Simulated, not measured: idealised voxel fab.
process module | voxel self aligned vias
cross-section cut | 280 nm wide | cells 5 nm
A cross-section is a grid of square cells, given in bands from the top down. A band is one or more rows of cells.
Each band's line starts with the height of the band's top and of its bottom, in nm. Then come its materials from left to right, each with its width in nm. One material with "throughout" fills the band from edge to edge. "air" is empty space.
Height 0 is the level under which the wafer as received is all one material. The lowest band goes on downwards, as in "0 down".
A width such as "30 to 40" changes by the same amount from each row of cells to the next, from the band's top row to its bottom row.
"no change" after a step means that no cell of the cross-section changed.
closed voids: empty space of 8 cells or more with no open way to the top, each as width x height at its distance from the left edge, in nm
after a step's settings: what the simulator itself notes on the step
overlay nm, on a step with a mask: how far to the right of its planned place the mask lay; to the left if negative
plan
1 op RECEIVE | material Si
2 op CONFORMAL_DEP | material SiO2 | thk nm 10
3 op CONFORMAL_DEP | material SiCN | thk nm 5
4 op DIRECTIONAL_DEP | material lowk | thk nm 20
5 op MASKED_ETCH | tone open | mask id LINES | width nm 20 | pitch nm 65 | etch materials lowk | depth nm 20 | overlay nm 0
6 op CONFORMAL_DEP | material TiN | thk nm 5
7 op FILL_DEP | material W | thk nm 10
8 op CMP | height nm 35
9 op SELECTIVE_ETCH | etch materials W Ru TiN | depth nm 5
10 op FILL_DEP | material SiN | thk nm 10
11 op CMP | height nm 35
12 op DIRECTIONAL_DEP | material lowk | thk nm 20
13 op PATTERN | tone open | mask id VIAS | material resist | width nm 40 | thk nm 15 | overlay nm 0
14 op DIRECTIONAL_ETCH | etch materials lowk | depth nm 20
15 op DIRECTIONAL_ETCH | etch materials SiN | depth nm 5
16 op STRIP | etch materials resist
17 op CONFORMAL_DEP | material TiN | thk nm 5
18 op FILL_DEP | material Ru | thk nm 5
19 op CMP | height nm 55
20 op CONFORMAL_DEP | material SiN | thk nm 5
as received, after step 1
  0 down: Si throughout
  closed voids: none
a wafer at the end: this start, this plan, one mistake
  60 to 55: SiN throughout
  55 to 50: TiN 90 | Ru 30 | TiN 160
  50 to 35: lowk 85 | TiN 5 | Ru 30 | TiN 5 | lowk 155
  35 to 30: lowk 85 | TiN 40 | lowk 155
  30 to 20: lowk 95 | TiN 5 | W 10 | TiN 5 | lowk 45 | TiN 5 | W 10 | TiN 5 | lowk 100
  20 to 15: lowk 95 | TiN 20 | lowk 45 | TiN 20 | lowk 100
  15 to 10: SiCN throughout
  10 to 0: SiO2 throughout
  0 down: Si throughout
  closed voids: none
what went wrong: step 11 ran as: op CMP | height nm 30
